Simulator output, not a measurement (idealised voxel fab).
process module | voxel spacer lines
cross-section cut | 220 nm wide | cells 5 nm
A cross-section is a grid of square cells, given in bands from the top down. A band is one or more rows of cells.
Each band's line starts with the height of the band's top and of its bottom, in nm. Then come its materials from left to right, each with its width in nm. One material with "throughout" fills the band from edge to edge. "air" is empty space.
Height 0 is the level under which the wafer as received is all one material. The lowest band goes on downwards, as in "0 down".
A width such as "30 to 40" changes by the same amount from each row of cells to the next, from the band's top row to its bottom row.
"no change" after a step means that no cell of the cross-section changed.
closed voids: empty space of 8 cells or more with no open way to the top, each as width x height at its distance from the left edge, in nm
after a step's settings: what the simulator itself notes on the step
overlay nm, on a step with a mask: how far to the right of its planned place the mask lay; to the left if negative
plan
1 op RECEIVE | material Si
2 op CONFORMAL_DEP | material Al2O3 | thk nm 5
3 op DIRECTIONAL_DEP | material TiN | thk nm 20
4 op DIRECTIONAL_DEP | material polySi | thk nm 20
5 op PATTERN | tone cover | mask id MANDREL | material resist | width nm 15 | pitch nm 60 | thk nm 25 | overlay nm 0
6 op DIRECTIONAL_ETCH | etch materials polySi | depth nm 20
7 op STRIP | etch materials resist
8 op CONFORMAL_DEP | material SiN | thk nm 15
9 op DIRECTIONAL_ETCH | etch materials SiN | depth nm 15
10 op STRIP | etch materials polySi
11 op DIRECTIONAL_ETCH | etch materials TiN | depth nm 20
12 op STRIP | etch materials SiN
as received, after step 1
  0 down: Si throughout
  closed voids: none
a wafer at the end: this start, this plan, one mistake
  20 to 0: air 55 | TiN 15 | air 15 | TiN 15 | air 15 | TiN 15 | air 15 | TiN 15 | air 60
  0 down: Si throughout
  closed voids: none
what went wrong: step 2 was left out
